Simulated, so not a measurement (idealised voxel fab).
process module | voxel ribs on slabs
cross-section cut | 155 nm wide | cells 5 nm
A cross-section is a grid of square cells, given in bands from the top down. A band is one or more rows of cells.
Each band's line starts with the height of the band's top and of its bottom, in nm. Then come its materials from left to right, each with its width in nm. One material with "throughout" fills the band from edge to edge. "air" is empty space.
Height 0 is the level under which the wafer as received is all one material. The lowest band goes on downwards, as in "0 down".
A width such as "30 to 40" changes by the same amount from each row of cells to the next, from the band's top row to its bottom row.
"no change" after a step means that no cell of the cross-section changed.
closed voids: empty space of 8 cells or more with no open way to the top, each as width x height at its distance from the left edge, in nm
after a step's settings: what the simulator itself notes on the step
overlay nm, on a step with a mask: how far to the right of its planned place the mask lay; to the left if negative
plan
1 op RECEIVE | material Si
2 op DIRECTIONAL_DEP | material SiO2 | thk nm 20
3 op DIRECTIONAL_DEP | material polySi | thk nm 25
4 op MASKED_ETCH | tone cover | mask id RIB | width nm 20 | etch materials polySi | depth nm 20 | overlay nm 0
5 op MASKED_ETCH | tone cover | mask id SLAB | width nm 70 | etch materials polySi | depth nm 5 | overlay nm 0
6 op FILL_DEP | material SiO2 | thk nm 20
7 op CMP | height nm 55
8 op DIRECTIONAL_DEP | material TiN | thk nm 10
9 op PATTERN | tone cover | mask id HEATER | material resist | width nm 30 | thk nm 20 | overlay nm 0
10 op DIRECTIONAL_ETCH | etch materials TiN | depth nm 10
11 op STRIP | etch materials resist
12 op CONFORMAL_DEP | material SiO2 | thk nm 5
as received, after step 1
  0 down: Si throughout
  closed voids: none
first wafer at the end, as planned
  70 to 65: air 55 | SiO2 40 | air 60
  65 to 60: air 55 | SiO2 5 | TiN 30 | SiO2 5 | air 60
  60 to 55: SiO2 60 | TiN 30 | SiO2 65
  55 to 45: SiO2 throughout
  45 to 25: SiO2 65 | polySi 20 | SiO2 70
  25 to 20: SiO2 40 | polySi 70 | SiO2 45
  20 to 0: SiO2 throughout
  0 down: Si throughout
  closed voids: none
second wafer at the end: like start, like plan, one mistake
  70 to 65: air 55 | SiO2 40 | air 60
  65 to 60: air 55 | SiO2 5 | TiN 30 | SiO2 5 | air 60
  60 to 55: SiO2 60 | TiN 30 | SiO2 65
  55 to 40: SiO2 throughout
  40 to 25: SiO2 65 | polySi 20 | SiO2 70
  25 to 20: polySi 40 | SiO2 25 | polySi 20 | SiO2 25 | polySi 45
  20 to 0: SiO2 throughout
  0 down: Si throughout
  closed voids: none
what went wrong: step 5 ran as: op MASKED_ETCH | tone open | mask id SLAB | width nm 70 | etch materials polySi | depth nm 5 | overlay nm 0
at the end the second wafer has, in cells: 3 fewer of SiO2 | 3 more of polySi
